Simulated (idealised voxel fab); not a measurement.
The process module that follows is named voxel released beams.
This is section cut - it's 260 nm across, gridded in 5 nm square cells.
Notation: cross-section as square-cell grid; stated in bands, top first, going down; one or more cell rows per band.
The band entry comprises the height of the band's top followed by the height of its bottom, expressed in nm, and subsequently the band's materials from left to right, each stated together with its width in nm. Where a single material is marked with the word "edge to edge", that material fills the band from edge to edge. The word "empty" represents empty space.
Heights are expressed relative to 0, this being the level below which the as-received wafer comprises one material exclusively. The lowest band is unbounded in the downward direction and is denoted as in "0..down".
Top row gets the first number, bottom row gets the second, and each row in between changes by the same step: that is how a band width like "30->40" works.
Given "changes: none" for a step, no cell of the cross-section differs between before and after that step.
In "Closed internal voids" the enclosed voids are listed, meaning empty spaces of 8 cells or larger without any opening to the top. The form is width x height at distance, distance from the left edge, units nm.
Whatever follows a step's settings on its line is a remark the simulator itself makes about that step.
overlay nm: right-of-plan distance of the mask on a masked step; negative values mean left-of-plan.
THE PLANNED PROCESS STEPS ARE ENUMERATED HEREUNDER
1. RECEIVE [material Si]
2. CONFORMAL_DEP [material Al2O3] [thk nm 10]
3. DIRECTIONAL_DEP [material SiO2] [thk nm 20]
4. MASKED_ETCH [tone open] [mask id ANCHOR] [width nm 45] [etch materials SiO2] [depth nm 20] [overlay nm 0]
5. CONFORMAL_DEP [material W] [thk nm 15]
6. MASKED_ETCH [tone cover] [mask id BEAM] [width nm 95] [etch materials W] [depth nm 15] [overlay nm 0]
7. STRIP [etch materials SiO2]
THE FIRST WAFER OF TWO, PROCESSED AS PLANNED
AS-RECEIVED WAFER CROSS-SECTION (AFTER STEP 1)
- 0..down = Si edge to edge
- Closed internal voids: none
HOW THE WAFER STANDS IN SECTION AFTER STEP 2
- 10..0 = Al2O3 edge to edge
- below 0: unchanged
HOW THE WAFER STANDS IN SECTION AFTER STEP 3
- 30..10 = SiO2 edge to edge
- below 10: unchanged
HOW THE WAFER STANDS IN SECTION AFTER STEP 4
- 30..10 = 85 of SiO2  45 of empty  130 of SiO2
- below 10: unchanged
HOW THE WAFER STANDS IN SECTION AFTER STEP 5
- 45..30 = 100 of W  15 of empty  145 of W
- 30..25 = 85 of SiO2  15 of W  15 of empty  15 of W  130 of SiO2
- 25..10 = 85 of SiO2  45 of W  130 of SiO2
- below 10: unchanged
HOW THE WAFER STANDS IN SECTION AFTER STEP 6
- 45..30 = 80 of empty  20 of W  15 of empty  60 of W  85 of empty
- below 30: unchanged
HOW THE WAFER STANDS IN SECTION AFTER STEP 7
- 45..30 = 80 of empty  20 of W  15 of empty  60 of W  85 of empty
- 30..25 = 85 of empty  15 of W  15 of empty  15 of W  130 of empty
- 25..10 = 85 of empty  45 of W  130 of empty
- below 10: unchanged
THE SECOND WAFER: COMMON ORIGIN AND PLAN, ONE MISTAKE IN EXECUTION, IDENTICAL TO THE FIRST THROUGH STEP 5
CROSS-SECTION OF THE SECOND WAFER WHEN, ACCORDING TO PLAN, STEP 6 SHOULD HAVE FINISHED
- 45..30 = 80 of empty  20 of W  15 of empty  65 of W  80 of empty
- below 30: unchanged
CROSS-SECTION OF THE SECOND WAFER WHEN, ACCORDING TO PLAN, STEP 7 SHOULD HAVE FINISHED
- 45..30 = 80 of empty  20 of W  15 of empty  65 of W  80 of empty
- 30..25 = 85 of empty  15 of W  15 of empty  15 of W  130 of empty
- 25..10 = 85 of empty  45 of W  130 of empty
- below 10: unchanged
Finding, execution versus plan: step 6 did not use the planned setting and instead ran as MASKED_ETCH [tone cover] [mask id BEAM] [width nm 100] [etch materials W] [depth nm 15] [overlay nm 0]
Final difference in cells, second wafer against first, listed per material as more or fewer: 3 more of W
